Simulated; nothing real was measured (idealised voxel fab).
process module | voxel self aligned contacts
cross-section cut | 150 nm wide | cells 5 nm
A cross-section is a grid of square cells, given in bands from the top down. A band is one or more rows of cells.
Each band's line starts with the height of the band's top and of its bottom, in nm. Then come its materials from left to right, each with its width in nm. One material with "throughout" fills the band from edge to edge. "air" is empty space.
Height 0 is the level under which the wafer as received is all one material. The lowest band goes on downwards, as in "0 down".
A width such as "30 to 40" changes by the same amount from each row of cells to the next, from the band's top row to its bottom row.
"no change" after a step means that no cell of the cross-section changed.
closed voids: empty space of 8 cells or more with no open way to the top, each as width x height at its distance from the left edge, in nm
after a step's settings: what the simulator itself notes on the step
overlay nm, on a step with a mask: how far to the right of its planned place the mask lay; to the left if negative
Each pair below shows a cross-section before one step and the cross-section after it, down to the lowest band that changed. The line under each pair gives the step between them, with its settings. The pairs can come from different runs of this module on the same starting wafer, so a pair continues from the pair above only where its "before" says so.
before
  55 to 50: air 50 | SiO2 50 | air 50
  50 to 30: air 15 | SiN 50 | SiO2 20 | SiN 50 | air 15
  30 to 5: air 15 | SiN 10 | polySi 30 | SiN 10 | SiO2 20 | SiN 10 | polySi 30 | SiN 10 | air 15
  5 to 0: air 15 | SiO2 120 | air 15
  0 down: Si throughout
  closed voids: none
after
  60 to 55: air 45 | TiN 60 | air 45
  55 to 50: air 10 | TiN 40 | SiO2 50 | TiN 40 | air 10
  50 to 30: air 10 | TiN 5 | SiN 50 | SiO2 20 | SiN 50 | TiN 5 | air 10
  30 to 5: air 10 | TiN 5 | SiN 10 | polySi 30 | SiN 10 | SiO2 20 | SiN 10 | polySi 30 | SiN 10 | TiN 5 | air 10
  5 to 0: TiN 15 | SiO2 120 | TiN 15
  below 0: unchanged
  closed voids: none
the step between: op CONFORMAL_DEP | material TiN | thk nm 5
before: the cross-section after the pair above
after
  70 to 60: W throughout
  60 to 55: W 45 | TiN 60 | W 45
  55 to 50: W 10 | TiN 40 | SiO2 50 | TiN 40 | W 10
  50 to 30: W 10 | TiN 5 | SiN 50 | SiO2 20 | SiN 50 | TiN 5 | W 10
  30 to 5: W 10 | TiN 5 | SiN 10 | polySi 30 | SiN 10 | SiO2 20 | SiN 10 | polySi 30 | SiN 10 | TiN 5 | W 10
  below 5: unchanged
  closed voids: none
the step between: op FILL_DEP | material W | thk nm 10
before: the cross-section after the pair above
after
  55 to 50: W 10 | TiN 40 | SiO2 50 | TiN 40 | W 10
  below 50: unchanged
  closed voids: none
the step between: op CMP | height nm 55
before: the cross-section after the pair above
after
  60 to 55: SiCN throughout
  below 55: unchanged
  closed voids: none
the step between: op CONFORMAL_DEP | material SiCN | thk nm 5
